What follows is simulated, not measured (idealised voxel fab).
This is a process module. Its name is voxel gate over fins.
We display cut, a cross-section 260 nm in width whose square cells are each 5 nm.
Reading order for cross-sections: top band down to bottom band. Underlying form: a grid of square cells. Band size: one or more rows of cells. Within each band entry, the heights of the top and of the bottom of the band appear first, in that order and in nm; the materials of the band then follow from left to right, each with its corresponding width in nm. The designation "all across" on a single material indicates that it fills the band from edge to edge; the designation "air" indicates empty space. Where do heights start? At 0: under that level the wafer as delivered is made of one material only. And the lowest band has no floor; it just carries on downward, as in "z 0 and below". Width "30..40": first value at the band's top row of cells, second value at its bottom row, equal change from row to row. Where the words "no change" appear for a step, the cross-section shows no cell changed by that step; every cell remained as before. Closed-off voids of 8+ cells (no open route to the top) go in "Closed voids list", written width x height at distance from the left edge, in nm. That trailing text on a step's line, after the settings, is the simulator's own remark on the step. When a step includes a mask, the "overlay nm" setting on its line states how far to the right of its planned place that mask lay, and negative values state how far to the left. Pairs from here to the end. Each: cross-section before one process step, cross-section after it, the latter only as far down as the lowest band that changed. Under each: the step between, and its settings. Mind that the pairs may be taken from different runs of this module on the same starting wafer; whether a pair continues from the pair above depends on its entry headed "Pre-step", and it does only where that entry says so.

### Pre-step
z 10 to 0 | 75 air / 15 SiN / 30 air / 15 SiN / 30 air / 15 SiN / 80 air
z 0 to -5 | 70 air / 10 SiO2 / 5 Si / 10 SiO2 / 20 air / 10 SiO2 / 5 Si / 10 SiO2 / 20 air / 10 SiO2 / 5 Si / 10 SiO2 / 75 air
z -5 to -35 | 70 air / 5 SiO2 / 15 Si / 5 SiO2 / 20 air / 5 SiO2 / 15 Si / 5 SiO2 / 20 air / 5 SiO2 / 15 Si / 5 SiO2 / 75 air
z -35 to -40 | 75 SiO2 / 15 Si / 30 SiO2 / 15 Si / 30 SiO2 / 15 Si / 80 SiO2
z -40 and below | Si all across
Closed voids list: none

### As Processed
z 25 to 10 | SiO2 all across
z 10 to 0 | 75 SiO2 / 15 SiN / 30 SiO2 / 15 SiN / 30 SiO2 / 15 SiN / 80 SiO2
z 0 to -5 | 80 SiO2 / 5 Si / 40 SiO2 / 5 Si / 40 SiO2 / 5 Si / 85 SiO2
z -5 to -40 | 75 SiO2 / 15 Si / 30 SiO2 / 15 Si / 30 SiO2 / 15 Si / 80 SiO2
Lower than -40, everything is as it was.
Closed voids list: none
Step between the pre-process and post-process cross-sections given above: FILL_DEP, material SiO2, thk nm 15

Pre-step: The initial state for this step is given by the after cross-section of the immediately preceding pair.

### As Processed
z 10 to 0 | 75 SiO2 / 15 SiN / 30 SiO2 / 15 SiN / 30 SiO2 / 15 SiN / 80 SiO2
Lower than 0, everything is as it was.
Closed voids list: none
Step between the pre-process and post-process cross-sections given above: CMP, height nm 10

Pre-step: The initial state for this step is given by the after cross-section of the immediately preceding pair.

### As Processed
z 10 to 0 | 75 air / 15 SiN / 30 air / 15 SiN / 30 air / 15 SiN / 80 air
z 0 to -10 | 80..75 air / 5..15 Si / 40..30 air / 5..15 Si / 40..30 air / 5..15 Si / 85..80 air
Lower than -10, everything is as it was.
Closed voids list: none
Step between the pre-process and post-process cross-sections given above: SELECTIVE_ETCH, etch materials SiO2, depth nm 20

Pre-step: The initial state for this step is given by the after cross-section of the immediately preceding pair.

### As Processed
z 0 to -10 | 80..75 air / 5..15 Si / 40..30 air / 5..15 Si / 40..30 air / 5..15 Si / 85..80 air
Lower than -10, everything is as it was.
Closed voids list: none
Step between the pre-process and post-process cross-sections given above: STRIP, etch materials SiN

Pre-step: The initial state for this step is given by the after cross-section of the immediately preceding pair.

### As Processed
z 5 to 0 | 75 air / 15 HfO2 / 30 air / 15 HfO2 / 30 air / 15 HfO2 / 80 air
z 0 to -5 | 70 air / 10 HfO2 / 5 Si / 10 HfO2 / 20 air / 10 HfO2 / 5 Si / 10 HfO2 / 20 air / 10 HfO2 / 5 Si / 10 HfO2 / 75 air
z -5 to -10 | 75 HfO2 / 15 Si / 30 HfO2 / 15 Si / 30 HfO2 / 15 Si / 80 HfO2
Lower than -10, everything is as it was.
Closed voids list: none
Step between the pre-process and post-process cross-sections given above: CONFORMAL_DEP, material HfO2, thk nm 5

Pre-step: The initial state for this step is given by the after cross-section of the immediately preceding pair.

### As Processed
z 10 to 5 | 70 air / 25 TiN / 20 air / 25 TiN / 20 air / 25 TiN / 75 air
z 5 to 0 | 65 air / 10 TiN / 15 HfO2 / 10 TiN / 10 air / 10 TiN / 15 HfO2 / 10 TiN / 10 air / 10 TiN / 15 HfO2 / 10 TiN / 70 air
z 0 to -5 | 70 TiN / 10 HfO2 / 5 Si / 10 HfO2 / 20 TiN / 10 HfO2 / 5 Si / 10 HfO2 / 20 TiN / 10 HfO2 / 5 Si / 10 HfO2 / 75 TiN
Lower than -5, everything is as it was.
Closed voids list: none
Step between the pre-process and post-process cross-sections given above: CONFORMAL_DEP, material TiN, thk nm 5

Pre-step: The initial state for this step is given by the after cross-section of the immediately preceding pair.

### As Processed
z 15 to 10 | 65 air / 35 TiAl / 10 air / 35 TiAl / 10 air / 35 TiAl / 70 air
z 10 to 5 | 60 air / 10 TiAl / 25 TiN / 20 TiAl / 25 TiN / 20 TiAl / 25 TiN / 10 TiAl / 65 air
z 5 to 0 | 65 TiAl / 10 TiN / 15 HfO2 / 10 TiN / 10 TiAl / 10 TiN / 15 HfO2 / 10 TiN / 10 TiAl / 10 TiN / 15 HfO2 / 10 TiN / 70 TiAl
Lower than 0, everything is as it was.
Closed voids list: none
Step between the pre-process and post-process cross-sections given above: CONFORMAL_DEP, material TiAl, thk nm 5

Pre-step: The initial state for this step is given by the after cross-section of the immediately preceding pair.

### As Processed
z 20 to 15 | 60 air / 135 TiN / 65 air
z 15 to 10 | 55 air / 10 TiN / 35 TiAl / 10 TiN / 35 TiAl / 10 TiN / 35 TiAl / 10 TiN / 60 air
z 10 to 5 | 60 TiN / 10 TiAl / 25 TiN / 20 TiAl / 25 TiN / 20 TiAl / 25 TiN / 10 TiAl / 65 TiN
Lower than 5, everything is as it was.
Closed voids list: none
Step between the pre-process and post-process cross-sections given above: CONFORMAL_DEP, material TiN, thk nm 5

Pre-step: The initial state for this step is given by the after cross-section of the immediately preceding pair.

### As Processed
z 35 to 20 | W all across
z 20 to 15 | 60 W / 135 TiN / 65 W
z 15 to 10 | 55 W / 10 TiN / 35 TiAl / 10 TiN / 35 TiAl / 10 TiN / 35 TiAl / 10 TiN / 60 W
Lower than 10, everything is as it was.
Closed voids list: none
Step between the pre-process and post-process cross-sections given above: FILL_DEP, material W, thk nm 15

Pre-step: The initial state for this step is given by the after cross-section of the immediately preceding pair.

### As Processed
z 30 to 20 | W all across
Lower than 20, everything is as it was.
Closed voids list: none
Step between the pre-process and post-process cross-sections given above: CMP, height nm 30

Pre-step: The initial state for this step is given by the after cross-section of the immediately preceding pair.

### As Processed
z 40 to 30 | SiN all across
Lower than 30, everything is as it was.
Closed voids list: none
Step between the pre-process and post-process cross-sections given above: CONFORMAL_DEP, material SiN, thk nm 10

### Pre-step
z 10 to 0 | 75 air / 15 SiN / 30 air / 15 SiN / 30 air / 15 SiN / 80 air
z 0 and below | Si all across
Closed voids list: none

### As Processed
z 10 to 0 | 75 air / 15 SiN / 30 air / 15 SiN / 30 air / 15 SiN / 80 air
z 0 to -35 | 75 air / 25 Si / 20 air / 25 Si / 20 air / 25 Si / 70 air
Lower than -35, everything is as it was.
Closed voids list: none
Step between the pre-process and post-process cross-sections given above: MASKED_ETCH, tone cover, mask id FINS, width nm 15, pitch nm 45, etch materials Si, depth nm 35, overlay nm 10

Pre-step: The initial state for this step is given by the after cross-section of the immediately preceding pair.

### As Processed
z 10 to 0 | 75 air / 15 SiN / 30 air / 15 SiN / 30 air / 15 SiN / 80 air
z 0 to -5 | 75 air / 5 SiO2 / 5 Si / 15 SiO2 / 20 air / 5 SiO2 / 5 Si / 15 SiO2 / 20 air / 5 SiO2 / 5 Si / 15 SiO2 / 70 air
z -5 to -35 | 75 air / 5 SiO2 / 15 Si / 5 SiO2 / 20 air / 5 SiO2 / 15 Si / 5 SiO2 / 20 air / 5 SiO2 / 15 Si / 5 SiO2 / 70 air
z -35 to -40 | 80 SiO2 / 15 Si / 30 SiO2 / 15 Si / 30 SiO2 / 15 Si / 75 SiO2
Lower than -40, everything is as it was.
Closed voids list: none
Step between the pre-process and post-process cross-sections given above: OXIDIZE, depth nm 5

Pre-step: The initial state for this step is given by the after cross-section of the immediately preceding pair.

### As Processed
z 25 to 10 | SiO2 all across
z 10 to 0 | 75 SiO2 / 15 SiN / 30 SiO2 / 15 SiN / 30 SiO2 / 15 SiN / 80 SiO2
z 0 to -5 | 80 SiO2 / 5 Si / 40 SiO2 / 5 Si / 40 SiO2 / 5 Si / 85 SiO2
z -5 to -40 | 80 SiO2 / 15 Si / 30 SiO2 / 15 Si / 30 SiO2 / 15 Si / 75 SiO2
Lower than -40, everything is as it was.
Closed voids list: none
Step between the pre-process and post-process cross-sections given above: FILL_DEP, material SiO2, thk nm 15

Pre-step: The initial state for this step is given by the after cross-section of the immediately preceding pair.

### As Processed
z 10 to 0 | 75 SiO2 / 15 SiN / 30 SiO2 / 15 SiN / 30 SiO2 / 15 SiN / 80 SiO2
Lower than 0, everything is as it was.
Closed voids list: none
Step between the pre-process and post-process cross-sections given above: CMP, height nm 10

Pre-step: The initial state for this step is given by the after cross-section of the immediately preceding pair.

### As Processed
z 10 to 0 | 75 air / 15 SiN / 30 air / 15 SiN / 30 air / 15 SiN / 80 air
z 0 to -10 | 80 air / 5..15 Si / 40..30 air / 5..15 Si / 40..30 air / 5..15 Si / 85..75 air
Lower than -10, everything is as it was.
Closed voids list: none
Step between the pre-process and post-process cross-sections given above: SELECTIVE_ETCH, etch materials SiO2, depth nm 20

Pre-step: The initial state for this step is given by the after cross-section of the immediately preceding pair.

### As Processed
z 0 to -10 | 80 air / 5..15 Si / 40..30 air / 5..15 Si / 40..30 air / 5..15 Si / 85..75 air
Lower than -10, everything is as it was.
Closed voids list: none
Step between the pre-process and post-process cross-sections given above: STRIP, etch materials SiN

Pre-step: The initial state for this step is given by the after cross-section of the immediately preceding pair.

### As Processed
z 5 to 0 | 75 air / 15 HfO2 / 30 air / 15 HfO2 / 30 air / 15 HfO2 / 80 air
z 0 to -5 | 75 air / 5 HfO2 / 5 Si / 15 HfO2 / 20 air / 5 HfO2 / 5 Si / 15 HfO2 / 20 air / 5 HfO2 / 5 Si / 15 HfO2 / 70 air
z -5 to -10 | 80 HfO2 / 15 Si / 30 HfO2 / 15 Si / 30 HfO2 / 15 Si / 75 HfO2
Lower than -10, everything is as it was.
Closed voids list: none
Step between the pre-process and post-process cross-sections given above: CONFORMAL_DEP, material HfO2, thk nm 5

Pre-step: The initial state for this step is given by the after cross-section of the immediately preceding pair.

### As Processed
z 10 to 5 | 70 air / 25 TiN / 20 air / 25 TiN / 20 air / 25 TiN / 75 air
z 5 to 0 | 70 air / 5 TiN / 15 HfO2 / 15 TiN / 10 air / 5 TiN / 15 HfO2 / 15 TiN / 10 air / 5 TiN / 15 HfO2 / 15 TiN / 65 air
z 0 to -5 | 75 TiN / 5 HfO2 / 5 Si / 15 HfO2 / 20 TiN / 5 HfO2 / 5 Si / 15 HfO2 / 20 TiN / 5 HfO2 / 5 Si / 15 HfO2 / 70 TiN
Lower than -5, everything is as it was.
Closed voids list: none
Step between the pre-process and post-process cross-sections given above: CONFORMAL_DEP, material TiN, thk nm 5

Pre-step: The initial state for this step is given by the after cross-section of the immediately preceding pair.

### As Processed
z 15 to 10 | 65 air / 35 TiAl / 10 air / 35 TiAl / 10 air / 35 TiAl / 70 air
z 10 to 5 | 65 air / 5 TiAl / 25 TiN / 20 TiAl / 25 TiN / 20 TiAl / 25 TiN / 15 TiAl / 60 air
z 5 to 0 | 70 TiAl / 5 TiN / 15 HfO2 / 15 TiN / 10 TiAl / 5 TiN / 15 HfO2 / 15 TiN / 10 TiAl / 5 TiN / 15 HfO2 / 15 TiN / 65 TiAl
Lower than 0, everything is as it was.
Closed voids list: none
Step between the pre-process and post-process cross-sections given above: CONFORMAL_DEP, material TiAl, thk nm 5

Pre-step: The initial state for this step is given by the after cross-section of the immediately preceding pair.

### As Processed
z 20 to 15 | 60 air / 135 TiN / 65 air
z 15 to 10 | 60 air / 5 TiN / 35 TiAl / 10 TiN / 35 TiAl / 10 TiN / 35 TiAl / 15 TiN / 55 air
z 10 to 5 | 65 TiN / 5 TiAl / 25 TiN / 20 TiAl / 25 TiN / 20 TiAl / 25 TiN / 15 TiAl / 60 TiN
Lower than 5, everything is as it was.
Closed voids list: none
Step between the pre-process and post-process cross-sections given above: CONFORMAL_DEP, material TiN, thk nm 5

Pre-step: The initial state for this step is given by the after cross-section of the immediately preceding pair.

### As Processed
z 35 to 20 | W all across
z 20 to 15 | 60 W / 135 TiN / 65 W
z 15 to 10 | 60 W / 5 TiN / 35 TiAl / 10 TiN / 35 TiAl / 10 TiN / 35 TiAl / 15 TiN / 55 W
Lower than 10, everything is as it was.
Closed voids list: none
Step between the pre-process and post-process cross-sections given above: FILL_DEP, material W, thk nm 15

Pre-step: The initial state for this step is given by the after cross-section of the immediately preceding pair.

### As Processed
z 30 to 20 | W all across
Lower than 20, everything is as it was.
Closed voids list: none
Step between the pre-process and post-process cross-sections given above: CMP, height nm 30

Pre-step: The initial state for this step is given by the after cross-section of the immediately preceding pair.

### As Processed
z 40 to 30 | SiN all across
Lower than 30, everything is as it was.
Closed voids list: none
Step between the pre-process and post-process cross-sections given above: CONFORMAL_DEP, material SiN, thk nm 10

### Pre-step
z 5 to 0 | 75 air / 15 HfO2 / 30 air / 15 HfO2 / 30 air / 15 HfO2 / 80 air
z 0 to -5 | 75 air / 5 HfO2 / 5 Si / 5 HfO2 / 30 air / 5 HfO2 / 5 Si / 5 HfO2 / 30 air / 5 HfO2 / 5 Si / 5 HfO2 / 80 air
z -5 to -10 | 80 HfO2 / 5 Si / 40 HfO2 / 5 Si / 40 HfO2 / 5 Si / 85 HfO2
z -10 to -40 | 80 SiO2 / 5 Si / 40 SiO2 / 5 Si / 40 SiO2 / 5 Si / 85 SiO2
z -40 and below | Si all across
Closed voids list: none

### As Processed
z 10 to 5 | 70 air / 25 W / 20 air / 25 W / 20 air / 25 W / 75 air
z 5 to 0 | 70 air / 5 W / 15 HfO2 / 5 W / 20 air / 5 W / 15 HfO2 / 5 W / 20 air / 5 W / 15 HfO2 / 5 W / 75 air
z 0 to -5 | 75 W / 5 HfO2 / 5 Si / 5 HfO2 / 30 W / 5 HfO2 / 5 Si / 5 HfO2 / 30 W / 5 HfO2 / 5 Si / 5 HfO2 / 80 W
Lower than -5, everything is as it was.
Closed voids list: none
Step between the pre-process and post-process cross-sections given above: CONFORMAL_DEP, material W, thk nm 5

Pre-step: The initial state for this step is given by the after cross-section of the immediately preceding pair.

### As Processed
z 15 to 10 | 65 air / 35 TiAl / 10 air / 35 TiAl / 10 air / 35 TiAl / 70 air
z 10 to 5 | 65 air / 5 TiAl / 25 W / 5 TiAl / 10 air / 5 TiAl / 25 W / 5 TiAl / 10 air / 5 TiAl / 25 W / 5 TiAl / 70 air
z 5 to 0 | 70 TiAl / 5 W / 15 HfO2 / 5 W / 20 TiAl / 5 W / 15 HfO2 / 5 W / 20 TiAl / 5 W / 15 HfO2 / 5 W / 75 TiAl
Lower than 0, everything is as it was.
Closed voids list: none
Step between the pre-process and post-process cross-sections given above: CONFORMAL_DEP, material TiAl, thk nm 5

Pre-step: The initial state for this step is given by the after cross-section of the immediately preceding pair.

### As Processed
z 20 to 15 | 60 air / 135 TiN / 65 air
z 15 to 10 | 60 air / 5 TiN / 35 TiAl / 10 TiN / 35 TiAl / 10 TiN / 35 TiAl / 5 TiN / 65 air
z 10 to 5 | 65 TiN / 5 TiAl / 25 W / 5 TiAl / 10 TiN / 5 TiAl / 25 W / 5 TiAl / 10 TiN / 5 TiAl / 25 W / 5 TiAl / 70 TiN
Lower than 5, everything is as it was.
Closed voids list: none
Step between the pre-process and post-process cross-sections given above: CONFORMAL_DEP, material TiN, thk nm 5

Pre-step: The initial state for this step is given by the after cross-section of the immediately preceding pair.

### As Processed
z 35 to 20 | W all across
z 20 to 15 | 60 W / 135 TiN / 65 W
z 15 to 10 | 60 W / 5 TiN / 35 TiAl / 10 TiN / 35 TiAl / 10 TiN / 35 TiAl / 5 TiN / 65 W
Lower than 10, everything is as it was.
Closed voids list: none
Step between the pre-process and post-process cross-sections given above: FILL_DEP, material W, thk nm 15

Pre-step: The initial state for this step is given by the after cross-section of the immediately preceding pair.

### As Processed
z 30 to 20 | W all across
Lower than 20, everything is as it was.
Closed voids list: none
Step between the pre-process and post-process cross-sections given above: CMP, height nm 30

Pre-step: The initial state for this step is given by the after cross-section of the immediately preceding pair.

### As Processed
z 40 to 30 | SiN all across
Lower than 30, everything is as it was.
Closed voids list: none
Step between the pre-process and post-process cross-sections given above: CONFORMAL_DEP, material SiN, thk nm 10

### Pre-step
z 10 to 0 | SiN all across
z 0 and below | Si all across
Closed voids list: none

### As Processed
z 10 to 0 | 75 SiN / 15 air / 30 SiN / 15 air / 30 SiN / 15 air / 80 SiN
Lower than 0, everything is as it was.
Closed voids list: none
Step between the pre-process and post-process cross-sections given above: MASKED_ETCH, tone open, mask id FINS, width nm 15, pitch nm 45, etch materials SiN, depth nm 10, overlay nm 0

Pre-step: The initial state for this step is given by the after cross-section of the immediately preceding pair.

### As Processed
z 10 to 0 | 75 SiN / 15 air / 30 SiN / 15 air / 30 SiN / 15 air / 80 SiN
z 0 to -5 | 70 Si / 25 SiO2 / 20 Si / 25 SiO2 / 20 Si / 25 SiO2 / 75 Si
Lower than -5, everything is as it was.
Closed voids list: none
Step between the pre-process and post-process cross-sections given above: OXIDIZE, depth nm 5

Pre-step: The initial state for this step is given by the after cross-section of the immediately preceding pair.

### As Processed
z 25 to 10 | SiO2 all across
z 10 to 0 | 75 SiN / 15 SiO2 / 30 SiN / 15 SiO2 / 30 SiN / 15 SiO2 / 80 SiN
Lower than 0, everything is as it was.
Closed voids list: none
Step between the pre-process and post-process cross-sections given above: FILL_DEP, material SiO2, thk nm 15

Pre-step: The initial state for this step is given by the after cross-section of the immediately preceding pair.

### As Processed
z 10 to 0 | 75 SiN / 15 SiO2 / 30 SiN / 15 SiO2 / 30 SiN / 15 SiO2 / 80 SiN
Lower than 0, everything is as it was.
Closed voids list: none
Step between the pre-process and post-process cross-sections given above: CMP, height nm 10

Pre-step: The initial state for this step is given by the after cross-section of the immediately preceding pair.

### As Processed
z 10 to 0 | 75 SiN / 15 air / 30 SiN / 15 air / 30 SiN / 15 air / 80 SiN
z 0 to -5 | 70 Si / 25 air / 20 Si / 25 air / 20 Si / 25 air / 75 Si
Lower than -5, everything is as it was.
Closed voids list: none
Step between the pre-process and post-process cross-sections given above: SELECTIVE_ETCH, etch materials SiO2, depth nm 20

Pre-step: The initial state for this step is given by the after cross-section of the immediately preceding pair.

### As Processed
z 0 to -5 | 70 Si / 25 air / 20 Si / 25 air / 20 Si / 25 air / 75 Si
Lower than -5, everything is as it was.
Closed voids list: none
Step between the pre-process and post-process cross-sections given above: STRIP, etch materials SiN

Pre-step: The initial state for this step is given by the after cross-section of the immediately preceding pair.

### As Processed
z 5 to 0 | 75 HfO2 / 15 air / 30 HfO2 / 15 air / 30 HfO2 / 15 air / 80 HfO2
z 0 to -5 | 70 Si / 25 HfO2 / 20 Si / 25 HfO2 / 20 Si / 25 HfO2 / 75 Si
Lower than -5, everything is as it was.
Closed voids list: none
Step between the pre-process and post-process cross-sections given above: CONFORMAL_DEP, material HfO2, thk nm 5

Pre-step: The initial state for this step is given by the after cross-section of the immediately preceding pair.

### As Processed
z 10 to 5 | 80 TiN / 5 air / 40 TiN / 5 air / 40 TiN / 5 air / 85 TiN
z 5 to 0 | 75 HfO2 / 15 TiN / 30 HfO2 / 15 TiN / 30 HfO2 / 15 TiN / 80 HfO2
Lower than 0, everything is as it was.
Closed voids list: none
Step between the pre-process and post-process cross-sections given above: CONFORMAL_DEP, material TiN, thk nm 5

Pre-step: The initial state for this step is given by the after cross-section of the immediately preceding pair.

### As Processed
z 15 to 10 | TiAl all across
z 10 to 5 | 80 TiN / 5 TiAl / 40 TiN / 5 TiAl / 40 TiN / 5 TiAl / 85 TiN
Lower than 5, everything is as it was.
Closed voids list: none
Step between the pre-process and post-process cross-sections given above: CONFORMAL_DEP, material TiAl, thk nm 5

Pre-step: The initial state for this step is given by the after cross-section of the immediately preceding pair.

### As Processed
z 20 to 15 | TiN all across
Lower than 15, everything is as it was.
Closed voids list: none
Step between the pre-process and post-process cross-sections given above: CONFORMAL_DEP, material TiN, thk nm 5

Pre-step: The initial state for this step is given by the after cross-section of the immediately preceding pair.

### As Processed
z 35 to 20 | W all across
Lower than 20, everything is as it was.
Closed voids list: none
Step between the pre-process and post-process cross-sections given above: FILL_DEP, material W, thk nm 15

Pre-step: The initial state for this step is given by the after cross-section of the immediately preceding pair.

### As Processed
z 30 to 20 | W all across
Lower than 20, everything is as it was.
Closed voids list: none
Step between the pre-process and post-process cross-sections given above: CMP, height nm 30

Pre-step: The initial state for this step is given by the after cross-section of the immediately preceding pair.

### As Processed
z 40 to 30 | SiN all across
Lower than 30, everything is as it was.
Closed voids list: none
Step between the pre-process and post-process cross-sections given above: CONFORMAL_DEP, material SiN, thk nm 10
